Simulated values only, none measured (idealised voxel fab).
Herein follows the process module entitled voxel fin reveal.
Shown is cross-section cut, with a width of 160 nm and square cells of size 5 nm.
Cross-section format: a grid of square cells, given as bands from top to bottom; each band is one or more rows of cells.
In this notation a band is specified by the heights of its top and bottom, in that order and in nm, after which its materials appear from left to right, each paired with its width in nm. The word "edge to edge" attached to a single material means that material fills the band from edge to edge; the word "empty" stands for empty space.
Height datum 0, below which the as-received substrate wafer is one material. Lowest band open at the bottom, running downward: "from 0 down".
A width given as "30..40" starts at the first number in the band's top row and ends at the second number in its bottom row, shifting by an equal amount at every step from row to row.
For the purposes of this document, the phrase "nothing different" attached to a step denotes that no cell within the cross-section was modified by that step.
You'll see "Enclosed void list" listing empty spaces that have no way open to the top, as long as they're 8 cells or more; the notation is width x height at distance, where the distance is from the left edge, and all of it is in nm.
Read whatever lies past the settings on a step's line as the simulator's own remark about the step.
Among the settings permitted on a step's line is "overlay nm"; applied to a step with a mask, it specifies the extent to which the mask lay to the right of its planned position, whereas a negative figure signifies a position to the left.
These are the steps we planned for the process
1) RECEIVE with material Si
2) CONFORMAL_DEP with material SiN, thk nm 5
3) DIRECTIONAL_DEP with material aC, thk nm 15
4) PATTERN with tone cover, mask id FINS, material resist, width nm 15, pitch nm 35, thk nm 35, overlay nm 0
5) DIRECTIONAL_ETCH with etch materials aC, depth nm 15
6) STRIP with etch materials resist
7) DIRECTIONAL_ETCH with etch materials SiN, depth nm 5
8) DIRECTIONAL_ETCH with etch materials Si, depth nm 30
9) STRIP with etch materials aC
10) OXIDIZE with depth nm 5
11) FILL_DEP with material SiO2, thk nm 10
12) CMP with height nm 5
13) SELECTIVE_ETCH with etch materials SiO2, depth nm 15
14) STRIP with etch materials SiN
15) CONFORMAL_DEP with material SiO2, thk nm 5
Wafer as received: cross-section following step 1
- from 0 down = Si edge to edge
- Enclosed void list: none
Below is the wafer in cross-section after the module was completed. It began from the starting point shown above and followed the plan shown above, except that one mistake was made while running it
- from 5 to 0 = 20 of SiO2, 15 of empty, 20 of SiO2, 15 of empty, 20 of SiO2, 15 of empty, 20 of SiO2, 15 of empty, 20 of SiO2
- from 0 to -5 = 15 of Si, 5 of SiO2, 15 of empty, 5 of SiO2, 10 of Si, 5 of SiO2, 15 of empty, 5 of SiO2, 10 of Si, 5 of SiO2, 15 of empty, 5 of SiO2, 10 of Si, 5 of SiO2, 15 of empty, 5 of SiO2, 15 of Si
- from -5 to -35 = 15 of Si, 25 of SiO2, 10 of Si, 25 of SiO2, 10 of Si, 25 of SiO2, 10 of Si, 25 of SiO2, 15 of Si
- from -35 down = Si edge to edge
- Enclosed void list: none
Nonconformance to the process plan: step 4 deviated from plan and actually ran as PATTERN with tone open, mask id FINS, material resist, width nm 15, pitch nm 35, thk nm 35, overlay nm 0
